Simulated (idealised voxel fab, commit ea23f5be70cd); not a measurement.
process module | voxel wiring stack
cross-section cut | 160 nm wide | cells 5 nm
A cross-section is a grid of square cells, given in bands from the top down. A band is one or more rows of cells.
Each band's line starts with the height of the band's top and of its bottom, in nm. Then come its materials from left to right, each with its width in nm. One material with "throughout" fills the band from edge to edge. "air" is empty space.
Height 0 is the level under which the wafer as received is all one material. The lowest band goes on downwards, as in "0 down".
A width such as "30 to 40" changes by the same amount from each row of cells to the next, from the band's top row to its bottom row.
"no change" after a step means that no cell of the cross-section changed.
closed voids: empty space of 8 cells or more with no open way to the top, each as width x height at its distance from the left edge, in nm
after a step's settings: what the simulator itself notes on the step
overlay nm, on a step with a mask: how far to the right of its planned place the mask lay; to the left if negative
plan
1 op RECEIVE | material Si
2 op CONFORMAL_DEP | material SiO2 | thk nm 15
3 op DIRECTIONAL_DEP | material TiN | thk nm 5
4 op DIRECTIONAL_DEP | material W | thk nm 25
5 op PATTERN | tone cover | mask id METAL_1 | material resist | width nm 20 | pitch nm 40 | thk nm 20 | overlay nm 0
6 op DIRECTIONAL_ETCH | etch materials W | depth nm 25
7 op DIRECTIONAL_ETCH | etch materials TiN | depth nm 5
8 op STRIP | etch materials resist
9 op FILL_DEP | material lowk | thk nm 10
10 op CMP | height nm 45
11 op CONFORMAL_DEP | material SiCN | thk nm 5
12 op DIRECTIONAL_DEP | material lowk | thk nm 30
13 op DIRECTIONAL_DEP | material aC | thk nm 15
14 op PATTERN | tone open | mask id METAL_2 | material resist | width nm 20 | pitch nm 40 | thk nm 30 | overlay nm 0
15 op DIRECTIONAL_ETCH | etch materials aC | depth nm 15
16 op STRIP | etch materials resist
17 op DIRECTIONAL_ETCH | etch materials lowk | depth nm 15
18 op STRIP | etch materials aC
19 op MASKED_ETCH | tone open | mask id METAL_2_HOLES | width nm 15 | pitch nm 40 | etch materials lowk | depth nm 15 | overlay nm 0
20 op MASKED_ETCH | tone open | mask id METAL_2_HOLES | width nm 15 | pitch nm 40 | etch materials SiCN | depth nm 5 | overlay nm 0
21 op CONFORMAL_DEP | material TiN | thk nm 5
22 op FILL_DEP | material Cu | thk nm 10
23 op CMP | height nm 80
24 op CONFORMAL_DEP | material SiN | thk nm 5
first wafer, as planned
as received, after step 1
  0 down: Si throughout
  closed voids: none
after step 2
  15 to 0: SiO2 throughout
  below 0: unchanged
after step 3
  20 to 15: TiN throughout
  below 15: unchanged
after step 4
  45 to 20: W throughout
  below 20: unchanged
after step 5
  65 to 45: air 50 | resist 20 | air 20 | resist 20 | air 50
  below 45: unchanged
after step 6
  65 to 45: air 50 | resist 20 | air 20 | resist 20 | air 50
  45 to 20: air 50 | W 20 | air 20 | W 20 | air 50
  below 20: unchanged
after step 7
  65 to 45: air 50 | resist 20 | air 20 | resist 20 | air 50
  45 to 20: air 50 | W 20 | air 20 | W 20 | air 50
  20 to 15: air 50 | TiN 20 | air 20 | TiN 20 | air 50
  below 15: unchanged
after step 8
  45 to 20: air 50 | W 20 | air 20 | W 20 | air 50
  below 20: unchanged
after step 9
  55 to 45: lowk throughout
  45 to 20: lowk 50 | W 20 | lowk 20 | W 20 | lowk 50
  20 to 15: lowk 50 | TiN 20 | lowk 20 | TiN 20 | lowk 50
  below 15: unchanged
after step 10
  45 to 20: lowk 50 | W 20 | lowk 20 | W 20 | lowk 50
  below 20: unchanged
after step 11
  50 to 45: SiCN throughout
  below 45: unchanged
after step 12
  80 to 50: lowk throughout
  below 50: unchanged
after step 13
  95 to 80: aC throughout
  below 80: unchanged
after step 14
  125 to 95: resist 50 | air 20 | resist 20 | air 20 | resist 50
  below 95: unchanged
after step 15
  110 to 95: resist 50 | air 20 | resist 20 | air 20 | resist 50
  95 to 80: aC 50 | air 20 | aC 20 | air 20 | aC 50
  below 80: unchanged
after step 16
  95 to 80: aC 50 | air 20 | aC 20 | air 20 | aC 50
  below 80: unchanged
after step 17
  95 to 80: aC 50 | air 20 | aC 20 | air 20 | aC 50
  80 to 65: lowk 50 | air 20 | lowk 20 | air 20 | lowk 50
  below 65: unchanged
after step 18
  80 to 65: lowk 50 | air 20 | lowk 20 | air 20 | lowk 50
  below 65: unchanged
after step 19
  80 to 65: lowk 50 | air 20 | lowk 20 | air 20 | lowk 50
  65 to 50: lowk 50 | air 15 | lowk 25 | air 15 | lowk 55
  below 50: unchanged
after step 20
  80 to 65: lowk 50 | air 20 | lowk 20 | air 20 | lowk 50
  65 to 50: lowk 50 | air 15 | lowk 25 | air 15 | lowk 55
  50 to 45: SiCN 50 | air 15 | SiCN 25 | air 15 | SiCN 55
  below 45: unchanged
after step 21
  85 to 80: TiN 55 | air 10 | TiN 30 | air 10 | TiN 55
  80 to 70: lowk 50 | TiN 5 | air 10 | TiN 5 | lowk 20 | TiN 5 | air 10 | TiN 5 | lowk 50
  70 to 65: lowk 50 | TiN 5 | air 5 | TiN 10 | lowk 20 | TiN 5 | air 5 | TiN 10 | lowk 50
  65 to 50: lowk 50 | TiN 5 | air 5 | TiN 5 | lowk 25 | TiN 5 | air 5 | TiN 5 | lowk 55
  50 to 45: SiCN 50 | TiN 15 | SiCN 25 | TiN 15 | SiCN 55
  below 45: unchanged
after step 22
  95 to 85: Cu throughout
  85 to 80: TiN 55 | Cu 10 | TiN 30 | Cu 10 | TiN 55
  80 to 70: lowk 50 | TiN 5 | Cu 10 | TiN 5 | lowk 20 | TiN 5 | Cu 10 | TiN 5 | lowk 50
  70 to 65: lowk 50 | TiN 5 | Cu 5 | TiN 10 | lowk 20 | TiN 5 | Cu 5 | TiN 10 | lowk 50
  65 to 50: lowk 50 | TiN 5 | Cu 5 | TiN 5 | lowk 25 | TiN 5 | Cu 5 | TiN 5 | lowk 55
  below 50: unchanged
after step 23
  80 to 70: lowk 50 | TiN 5 | Cu 10 | TiN 5 | lowk 20 | TiN 5 | Cu 10 | TiN 5 | lowk 50
  below 70: unchanged
after step 24
  85 to 80: SiN throughout
  below 80: unchanged
second wafer: like start, like plan, one mistake. Through step 1 it matches the first wafer
when step 2 should have ended
  15 to 0: aC throughout
  below 0: unchanged
when step 3 should have ended
  20 to 15: TiN throughout
  below 15: unchanged
when step 4 should have ended
  45 to 20: W throughout
  below 20: unchanged
when step 5 should have ended
  65 to 45: air 50 | resist 20 | air 20 | resist 20 | air 50
  below 45: unchanged
when step 6 should have ended
  65 to 45: air 50 | resist 20 | air 20 | resist 20 | air 50
  45 to 20: air 50 | W 20 | air 20 | W 20 | air 50
  below 20: unchanged
when step 7 should have ended
  65 to 45: air 50 | resist 20 | air 20 | resist 20 | air 50
  45 to 20: air 50 | W 20 | air 20 | W 20 | air 50
  20 to 15: air 50 | TiN 20 | air 20 | TiN 20 | air 50
  below 15: unchanged
when step 8 should have ended
  45 to 20: air 50 | W 20 | air 20 | W 20 | air 50
  below 20: unchanged
when step 9 should have ended
  55 to 45: lowk throughout
  45 to 20: lowk 50 | W 20 | lowk 20 | W 20 | lowk 50
  20 to 15: lowk 50 | TiN 20 | lowk 20 | TiN 20 | lowk 50
  below 15: unchanged
when step 10 should have ended
  45 to 20: lowk 50 | W 20 | lowk 20 | W 20 | lowk 50
  below 20: unchanged
when step 11 should have ended
  50 to 45: SiCN throughout
  below 45: unchanged
when step 12 should have ended
  80 to 50: lowk throughout
  below 50: unchanged
when step 13 should have ended
  95 to 80: aC throughout
  below 80: unchanged
when step 14 should have ended
  125 to 95: resist 50 | air 20 | resist 20 | air 20 | resist 50
  below 95: unchanged
when step 15 should have ended
  110 to 95: resist 50 | air 20 | resist 20 | air 20 | resist 50
  95 to 80: aC 50 | air 20 | aC 20 | air 20 | aC 50
  below 80: unchanged
when step 16 should have ended
  95 to 80: aC 50 | air 20 | aC 20 | air 20 | aC 50
  below 80: unchanged
when step 17 should have ended
  95 to 80: aC 50 | air 20 | aC 20 | air 20 | aC 50
  80 to 65: lowk 50 | air 20 | lowk 20 | air 20 | lowk 50
  below 65: unchanged
when step 18 should have ended
  80 to 65: lowk 50 | air 20 | lowk 20 | air 20 | lowk 50
  below 65: unchanged
when step 19 should have ended
  80 to 65: lowk 50 | air 20 | lowk 20 | air 20 | lowk 50
  65 to 50: lowk 50 | air 15 | lowk 25 | air 15 | lowk 55
  below 50: unchanged
when step 20 should have ended
  80 to 65: lowk 50 | air 20 | lowk 20 | air 20 | lowk 50
  65 to 50: lowk 50 | air 15 | lowk 25 | air 15 | lowk 55
  50 to 45: SiCN 50 | air 15 | SiCN 25 | air 15 | SiCN 55
  below 45: unchanged
when step 21 should have ended
  85 to 80: TiN 55 | air 10 | TiN 30 | air 10 | TiN 55
  80 to 70: lowk 50 | TiN 5 | air 10 | TiN 5 | lowk 20 | TiN 5 | air 10 | TiN 5 | lowk 50
  70 to 65: lowk 50 | TiN 5 | air 5 | TiN 10 | lowk 20 | TiN 5 | air 5 | TiN 10 | lowk 50
  65 to 50: lowk 50 | TiN 5 | air 5 | TiN 5 | lowk 25 | TiN 5 | air 5 | TiN 5 | lowk 55
  50 to 45: SiCN 50 | TiN 15 | SiCN 25 | TiN 15 | SiCN 55
  below 45: unchanged
when step 22 should have ended
  95 to 85: Cu throughout
  85 to 80: TiN 55 | Cu 10 | TiN 30 | Cu 10 | TiN 55
  80 to 70: lowk 50 | TiN 5 | Cu 10 | TiN 5 | lowk 20 | TiN 5 | Cu 10 | TiN 5 | lowk 50
  70 to 65: lowk 50 | TiN 5 | Cu 5 | TiN 10 | lowk 20 | TiN 5 | Cu 5 | TiN 10 | lowk 50
  65 to 50: lowk 50 | TiN 5 | Cu 5 | TiN 5 | lowk 25 | TiN 5 | Cu 5 | TiN 5 | lowk 55
  below 50: unchanged
when step 23 should have ended
  80 to 70: lowk 50 | TiN 5 | Cu 10 | TiN 5 | lowk 20 | TiN 5 | Cu 10 | TiN 5 | lowk 50
  below 70: unchanged
when step 24 should have ended
  85 to 80: SiN throughout
  below 80: unchanged
what went wrong: step 2 ran as: op CONFORMAL_DEP | material aC | thk nm 15
at the end the second wafer has, in cells: 96 fewer of SiO2 | 96 more of aC
